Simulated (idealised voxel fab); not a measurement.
Name of the process module below: voxel self aligned contacts
140 nm wide, 5 nm square cells: that's cross-section cut.
Square cells in a grid make up a cross-section in this document, and the grid is given as bands, listed from the top down, each one or more rows of cells. Within each band entry, the heights of the top and of the bottom of the band appear first, in that order and in nm; the materials of the band then follow from left to right, each with its corresponding width in nm. The designation "full width" on a single material indicates that it fills the band from edge to edge; the designation "air" indicates empty space. Heads up on the height convention: 0 is the point under which the incoming wafer is all one material, and the lowest band has no bottom, it just keeps going down, like "z 0 and below". So if you see something like "30..40" for the width, read it as the top row of the band sitting at the first number and the bottom row at the second, with every row in between moving by the same amount as the last. You'll sometimes find "nothing altered" written for a step, and that's the way of saying that nowhere in the cross-section did a cell change during that step. Each empty space that has no open way to the top and spans at least 8 cells appears under "Sealed internal voids" as width x height at distance, the distance counted from the left edge, all in nm. after a step's settings: what the simulator itself notes on the step. overlay nm: for a step with a mask, the amount by which the mask lay right of where it was planned; a negative amount means left of it.
## Process steps foreseen in the plan
1. RECEIVE,material Si
2. OXIDIZE,depth nm 5
3. DIRECTIONAL_DEP,material polySi,thk nm 25
4. DIRECTIONAL_DEP,material SiN,thk nm 25
5. PATTERN,tone cover,mask id GATE,material resist,width nm 35,pitch nm 75,thk nm 20,overlay nm 0
6. DIRECTIONAL_ETCH,etch materials SiN,depth nm 25
7. DIRECTIONAL_ETCH,etch materials polySi,depth nm 25
8. STRIP,etch materials resist
9. CONFORMAL_DEP,material SiN,thk nm 10
10. DIRECTIONAL_ETCH,etch materials SiN,depth nm 10
11. FILL_DEP,material SiO2,thk nm 10
12. CMP,height nm 55
13. PATTERN,tone open,mask id CONTACT,material resist,width nm 50,thk nm 20,overlay nm 0
14. DIRECTIONAL_ETCH,etch materials SiO2,depth nm 60
15. STRIP,etch materials resist
16. CONFORMAL_DEP,material TiN,thk nm 5
17. FILL_DEP,material W,thk nm 10
18. CMP,height nm 55
19. CONFORMAL_DEP,material SiCN,thk nm 5
## First wafer, two in total, run as planned
## Received-state cross-section, reflecting completion of step 1
z 0 and below: Si full width
Sealed internal voids: none
## Upon completion of step 2, the wafer appears in cross-section as shown
z 0 to -5: SiO2 full width
Below -5, no change.
## Upon completion of step 3, the wafer appears in cross-section as shown
z 25 to 0: polySi full width
Below 0, no change.
## Upon completion of step 4, the wafer appears in cross-section as shown
z 50 to 25: SiN full width
Below 25, no change.
## Upon completion of step 5, the wafer appears in cross-section as shown
z 70 to 50: air (15) / resist (35) / air (40) / resist (35) / air (15)
Below 50, no change.
## Upon completion of step 6, the wafer appears in cross-section as shown
z 70 to 50: air (15) / resist (35) / air (40) / resist (35) / air (15)
z 50 to 25: air (15) / SiN (35) / air (40) / SiN (35) / air (15)
Below 25, no change.
## Upon completion of step 7, the wafer appears in cross-section as shown
z 70 to 50: air (15) / resist (35) / air (40) / resist (35) / air (15)
z 50 to 25: air (15) / SiN (35) / air (40) / SiN (35) / air (15)
z 25 to 0: air (15) / polySi (35) / air (40) / polySi (35) / air (15)
Below 0, no change.
## Upon completion of step 8, the wafer appears in cross-section as shown
z 50 to 25: air (15) / SiN (35) / air (40) / SiN (35) / air (15)
Below 25, no change.
## Upon completion of step 9, the wafer appears in cross-section as shown
z 60 to 25: air (5) / SiN (55) / air (20) / SiN (55) / air (5)
z 25 to 10: air (5) / SiN (10) / polySi (35) / SiN (10) / air (20) / SiN (10) / polySi (35) / SiN (10) / air (5)
z 10 to 0: SiN (15) / polySi (35) / SiN (40) / polySi (35) / SiN (15)
Below 0, no change.
## Upon completion of step 10, the wafer appears in cross-section as shown
z 50 to 25: air (5) / SiN (55) / air (20) / SiN (55) / air (5)
z 25 to 0: air (5) / SiN (10) / polySi (35) / SiN (10) / air (20) / SiN (10) / polySi (35) / SiN (10) / air (5)
Below 0, no change.
## Upon completion of step 11, the wafer appears in cross-section as shown
z 60 to 50: SiO2 full width
z 50 to 25: SiO2 (5) / SiN (55) / SiO2 (20) / SiN (55) / SiO2 (5)
z 25 to 0: SiO2 (5) / SiN (10) / polySi (35) / SiN (10) / SiO2 (20) / SiN (10) / polySi (35) / SiN (10) / SiO2 (5)
Below 0, no change.
## Upon completion of step 12, the wafer appears in cross-section as shown
z 55 to 50: SiO2 full width
Below 50, no change.
## Upon completion of step 13, the wafer appears in cross-section as shown
z 75 to 55: resist (45) / air (50) / resist (45)
Below 55, no change.
## Upon completion of step 14, the wafer appears in cross-section as shown
z 75 to 55: resist (45) / air (50) / resist (45)
z 55 to 50: SiO2 (45) / air (50) / SiO2 (45)
z 50 to 25: SiO2 (5) / SiN (55) / air (20) / SiN (55) / SiO2 (5)
z 25 to 0: SiO2 (5) / SiN (10) / polySi (35) / SiN (10) / air (20) / SiN (10) / polySi (35) / SiN (10) / SiO2 (5)
z 0 to -5: SiO2 (60) / air (20) / SiO2 (60)
Below -5, no change.
## Upon completion of step 15, the wafer appears in cross-section as shown
z 55 to 50: SiO2 (45) / air (50) / SiO2 (45)
Below 50, no change.
## Upon completion of step 16, the wafer appears in cross-section as shown
z 60 to 55: TiN (50) / air (40) / TiN (50)
z 55 to 50: SiO2 (45) / TiN (20) / air (10) / TiN (20) / SiO2 (45)
z 50 to 25: SiO2 (5) / SiN (55) / TiN (5) / air (10) / TiN (5) / SiN (55) / SiO2 (5)
z 25 to 0: SiO2 (5) / SiN (10) / polySi (35) / SiN (10) / TiN (5) / air (10) / TiN (5) / SiN (10) / polySi (35) / SiN (10) / SiO2 (5)
z 0 to -5: SiO2 (60) / TiN (20) / SiO2 (60)
Below -5, no change.
## Upon completion of step 17, the wafer appears in cross-section as shown
z 70 to 60: W full width
z 60 to 55: TiN (50) / W (40) / TiN (50)
z 55 to 50: SiO2 (45) / TiN (20) / W (10) / TiN (20) / SiO2 (45)
z 50 to 25: SiO2 (5) / SiN (55) / TiN (5) / W (10) / TiN (5) / SiN (55) / SiO2 (5)
z 25 to 0: SiO2 (5) / SiN (10) / polySi (35) / SiN (10) / TiN (5) / W (10) / TiN (5) / SiN (10) / polySi (35) / SiN (10) / SiO2 (5)
Below 0, no change.
## Upon completion of step 18, the wafer appears in cross-section as shown
z 55 to 50: SiO2 (45) / TiN (20) / W (10) / TiN (20) / SiO2 (45)
Below 50, no change.
## Upon completion of step 19, the wafer appears in cross-section as shown
z 60 to 55: SiCN full width
Below 55, no change.
## Second wafer, same starting conditions and recipe as the first, one mistake in executing it, nothing differs from the first up to and including step 8
## Cross-section: second wafer, time at which step 9 was scheduled to end
z 40 to 25: air (15) / SiN (35) / air (40) / SiN (35) / air (15)
Below 25, no change.
## Cross-section: second wafer, time at which step 10 was scheduled to end
z 50 to 25: air (5) / SiN (55) / air (20) / SiN (55) / air (5)
z 25 to 10: air (5) / SiN (10) / polySi (35) / SiN (10) / air (20) / SiN (10) / polySi (35) / SiN (10) / air (5)
z 10 to 0: SiN (15) / polySi (35) / SiN (40) / polySi (35) / SiN (15)
Below 0, no change.
## Cross-section: second wafer, time at which step 11 was scheduled to end
z 60 to 50: SiO2 full width
z 50 to 25: SiO2 (5) / SiN (55) / SiO2 (20) / SiN (55) / SiO2 (5)
z 25 to 10: SiO2 (5) / SiN (10) / polySi (35) / SiN (10) / SiO2 (20) / SiN (10) / polySi (35) / SiN (10) / SiO2 (5)
Below 10, no change.
## Cross-section: second wafer, time at which step 12 was scheduled to end
z 55 to 50: SiO2 full width
Below 50, no change.
## Cross-section: second wafer, time at which step 13 was scheduled to end
z 75 to 55: resist (45) / air (50) / resist (45)
Below 55, no change.
## Cross-section: second wafer, time at which step 14 was scheduled to end
z 75 to 55: resist (45) / air (50) / resist (45)
z 55 to 50: SiO2 (45) / air (50) / SiO2 (45)
z 50 to 25: SiO2 (5) / SiN (55) / air (20) / SiN (55) / SiO2 (5)
z 25 to 10: SiO2 (5) / SiN (10) / polySi (35) / SiN (10) / air (20) / SiN (10) / polySi (35) / SiN (10) / SiO2 (5)
Below 10, no change.
## Cross-section: second wafer, time at which step 15 was scheduled to end
z 55 to 50: SiO2 (45) / air (50) / SiO2 (45)
Below 50, no change.
## Cross-section: second wafer, time at which step 16 was scheduled to end
z 60 to 55: TiN (50) / air (40) / TiN (50)
z 55 to 50: SiO2 (45) / TiN (20) / air (10) / TiN (20) / SiO2 (45)
z 50 to 25: SiO2 (5) / SiN (55) / TiN (5) / air (10) / TiN (5) / SiN (55) / SiO2 (5)
z 25 to 15: SiO2 (5) / SiN (10) / polySi (35) / SiN (10) / TiN (5) / air (10) / TiN (5) / SiN (10) / polySi (35) / SiN (10) / SiO2 (5)
z 15 to 10: SiO2 (5) / SiN (10) / polySi (35) / SiN (10) / TiN (20) / SiN (10) / polySi (35) / SiN (10) / SiO2 (5)
Below 10, no change.
## Cross-section: second wafer, time at which step 17 was scheduled to end
z 70 to 60: W full width
z 60 to 55: TiN (50) / W (40) / TiN (50)
z 55 to 50: SiO2 (45) / TiN (20) / W (10) / TiN (20) / SiO2 (45)
z 50 to 25: SiO2 (5) / SiN (55) / TiN (5) / W (10) / TiN (5) / SiN (55) / SiO2 (5)
z 25 to 15: SiO2 (5) / SiN (10) / polySi (35) / SiN (10) / TiN (5) / W (10) / TiN (5) / SiN (10) / polySi (35) / SiN (10) / SiO2 (5)
Below 15, no change.
## Cross-section: second wafer, time at which step 18 was scheduled to end
z 55 to 50: SiO2 (45) / TiN (20) / W (10) / TiN (20) / SiO2 (45)
Below 50, no change.
## Cross-section: second wafer, time at which step 19 was scheduled to end
z 60 to 55: SiCN full width
Below 55, no change.
Against the plan, the run slipped here: steps 9 and 10 of the plan were each performed in the slot designated for the other
Bottom line after processing is that, in cells, the second wafer is up or down on some materials versus the first: SiN: 12 more | TiN: 6 fewer | W: 6 fewer
